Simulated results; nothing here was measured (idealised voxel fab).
process module | voxel released beams
cross-section cut | 285 nm wide | cells 5 nm
A cross-section is a grid of square cells, given in bands from the top down. A band is one or more rows of cells.
Each band's line starts with the height of the band's top and of its bottom, in nm. Then come its materials from left to right, each with its width in nm. One material with "throughout" fills the band from edge to edge. "air" is empty space.
Height 0 is the level under which the wafer as received is all one material. The lowest band goes on downwards, as in "0 down".
A width such as "30 to 40" changes by the same amount from each row of cells to the next, from the band's top row to its bottom row.
"no change" after a step means that no cell of the cross-section changed.
closed voids: empty space of 8 cells or more with no open way to the top, each as width x height at its distance from the left edge, in nm
after a step's settings: what the simulator itself notes on the step
overlay nm, on a step with a mask: how far to the right of its planned place the mask lay; to the left if negative
plan
1 op RECEIVE | material Si
2 op CONFORMAL_DEP | material Al2O3 | thk nm 5
3 op DIRECTIONAL_DEP | material SiO2 | thk nm 20
4 op PATTERN | tone open | mask id ANCHOR | material resist | width nm 35 | thk nm 20 | overlay nm 0
5 op DIRECTIONAL_ETCH | etch materials SiO2 | depth nm 20
6 op STRIP | etch materials resist
7 op CONFORMAL_DEP | material SiN | thk nm 15
8 op MASKED_ETCH | tone cover | mask id BEAM | width nm 85 | etch materials SiN | depth nm 15 | overlay nm 0
9 op STRIP | etch materials SiO2
as received, after step 1
  0 down: Si throughout
  closed voids: none
a wafer at the end: this start, this plan, one mistake
  35 to 20: air 95 | SiN 20 | air 5 | SiN 60 | air 105
  20 to 15: air 100 | SiN 15 | air 5 | SiN 15 | air 150
  15 to 0: air 100 | SiN 35 | air 150
  0 down: Si throughout
  closed voids: none
what went wrong: step 2 was left out
